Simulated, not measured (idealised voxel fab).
process module | voxel ribs on slabs
cross-section cut | 240 nm wide | cells 5 nm
A cross-section is a grid of square cells, given in bands from the top down. A band is one or more rows of cells.
Each band's line starts with the height of the band's top and of its bottom, in nm. Then come its materials from left to right, each with its width in nm. One material with "throughout" fills the band from edge to edge. "air" is empty space.
Height 0 is the level under which the wafer as received is all one material. The lowest band goes on downwards, as in "0 down".
A width such as "30 to 40" changes by the same amount from each row of cells to the next, from the band's top row to its bottom row.
"no change" after a step means that no cell of the cross-section changed.
closed voids: empty space of 8 cells or more with no open way to the top, each as width x height at its distance from the left edge, in nm
after a step's settings: what the simulator itself notes on the step
overlay nm, on a step with a mask: how far to the right of its planned place the mask lay; to the left if negative
plan
1 op RECEIVE | material Si
2 op DIRECTIONAL_DEP | material SiO2 | thk nm 20
3 op DIRECTIONAL_DEP | material SiN | thk nm 20
4 op DIRECTIONAL_DEP | material aC | thk nm 10
5 op PATTERN | tone cover | mask id RIB | material resist | width nm 30 | thk nm 30 | overlay nm 0
6 op DIRECTIONAL_ETCH | etch materials aC | depth nm 10
7 op STRIP | etch materials resist
8 op DIRECTIONAL_ETCH | etch materials SiN | depth nm 15
9 op STRIP | etch materials aC
10 op MASKED_ETCH | tone cover | mask id SLAB | width nm 60 | etch materials SiN | depth nm 5 | overlay nm 0
11 op FILL_DEP | material SiO2 | thk nm 15
12 op CMP | height nm 50
13 op DIRECTIONAL_DEP | material W | thk nm 5
14 op MASKED_ETCH | tone cover | mask id HEATER | width nm 40 | etch materials W | depth nm 5 | overlay nm 0
15 op CONFORMAL_DEP | material SiN | thk nm 10
as received, after step 1
  0 down: Si throughout
  closed voids: none
a wafer at the end: this start, this plan, one mistake
  75 to 70: air 90 | SiN 60 | air 90
  70 to 65: SiN throughout
  65 to 60: SiN 100 | W 40 | SiN 100
  60 to 50: W throughout
  50 to 40: SiO2 throughout
  40 to 25: SiO2 105 | SiN 30 | SiO2 105
  25 to 20: SiO2 90 | SiN 60 | SiO2 90
  20 to 0: SiO2 throughout
  0 down: Si throughout
  closed voids: none
what went wrong: step 13 ran as: op DIRECTIONAL_DEP | material W | thk nm 15
